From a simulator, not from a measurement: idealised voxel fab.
process module | voxel air gaps
cross-section cut | 295 nm wide | cells 5 nm
A cross-section is a grid of square cells, given in bands from the top down. A band is one or more rows of cells.
Each band's line starts with the height of the band's top and of its bottom, in nm. Then come its materials from left to right, each with its width in nm. One material with "throughout" fills the band from edge to edge. "air" is empty space.
Height 0 is the level under which the wafer as received is all one material. The lowest band goes on downwards, as in "0 down".
A width such as "30 to 40" changes by the same amount from each row of cells to the next, from the band's top row to its bottom row.
"no change" after a step means that no cell of the cross-section changed.
closed voids: empty space of 8 cells or more with no open way to the top, each as width x height at its distance from the left edge, in nm
after a step's settings: what the simulator itself notes on the step
overlay nm, on a step with a mask: how far to the right of its planned place the mask lay; to the left if negative
plan
1 op RECEIVE | material Si
2 op CONFORMAL_DEP | material SiO2 | thk nm 15
3 op CONFORMAL_DEP | material SiN | thk nm 5
4 op DIRECTIONAL_DEP | material lowk | thk nm 35
5 op MASKED_ETCH | tone open | mask id LINES | width nm 20 | pitch nm 50 | etch materials lowk | depth nm 35 | overlay nm 0
6 op CONFORMAL_DEP | material TiN | thk nm 5
7 op FILL_DEP | material Cu | thk nm 5
8 op CMP | height nm 55
9 op EPI | material Ru | thk nm 10
10 op SELECTIVE_ETCH | etch materials lowk | depth nm 45
11 op CONFORMAL_DEP | material SiN | thk nm 5
as received, after step 1
  0 down: Si throughout
  closed voids: none
first wafer at the end, as planned
  70 to 65: air 70 | SiN 150 | air 75
  65 to 55: air 70 | SiN 5 | Ru 40 | SiN 10 | Ru 40 | SiN 10 | Ru 40 | SiN 5 | air 75
  55 to 50: air 70 | SiN 15 | TiN 5 | Cu 10 | TiN 5 | SiN 30 | TiN 5 | Cu 10 | TiN 5 | SiN 30 | TiN 5 | Cu 10 | TiN 5 | SiN 15 | air 75
  50 to 25: air 80 | SiN 5 | TiN 5 | Cu 10 | TiN 5 | SiN 5 | air 20 | SiN 5 | TiN 5 | Cu 10 | TiN 5 | SiN 5 | air 20 | SiN 5 | TiN 5 | Cu 10 | TiN 5 | SiN 5 | air 85
  25 to 20: SiN 85 | TiN 20 | SiN 30 | TiN 20 | SiN 30 | TiN 20 | SiN 90
  20 to 15: SiN throughout
  15 to 0: SiO2 throughout
  0 down: Si throughout
  closed voids: 20 x 25 at 110; 20 x 25 at 160
second wafer at the end: like start, like plan, one mistake
  70 to 65: air 70 | lowk 150 | air 75
  65 to 55: air 70 | lowk 5 | Ru 40 | lowk 10 | Ru 40 | lowk 10 | Ru 40 | lowk 5 | air 75
  55 to 50: air 70 | lowk 15 | TiN 5 | Cu 10 | TiN 5 | lowk 30 | TiN 5 | Cu 10 | TiN 5 | lowk 30 | TiN 5 | Cu 10 | TiN 5 | lowk 15 | air 75
  50 to 25: air 80 | lowk 5 | TiN 5 | Cu 10 | TiN 5 | lowk 5 | air 20 | lowk 5 | TiN 5 | Cu 10 | TiN 5 | lowk 5 | air 20 | lowk 5 | TiN 5 | Cu 10 | TiN 5 | lowk 5 | air 85
  25 to 20: lowk 85 | TiN 20 | lowk 30 | TiN 20 | lowk 30 | TiN 20 | lowk 90
  20 to 15: SiN throughout
  15 to 0: SiO2 throughout
  0 down: Si throughout
  closed voids: 20 x 25 at 110; 20 x 25 at 160
what went wrong: step 11 ran as: op CONFORMAL_DEP | material lowk | thk nm 5
at the end the second wafer has, in cells: 137 fewer of SiN | 137 more of lowk
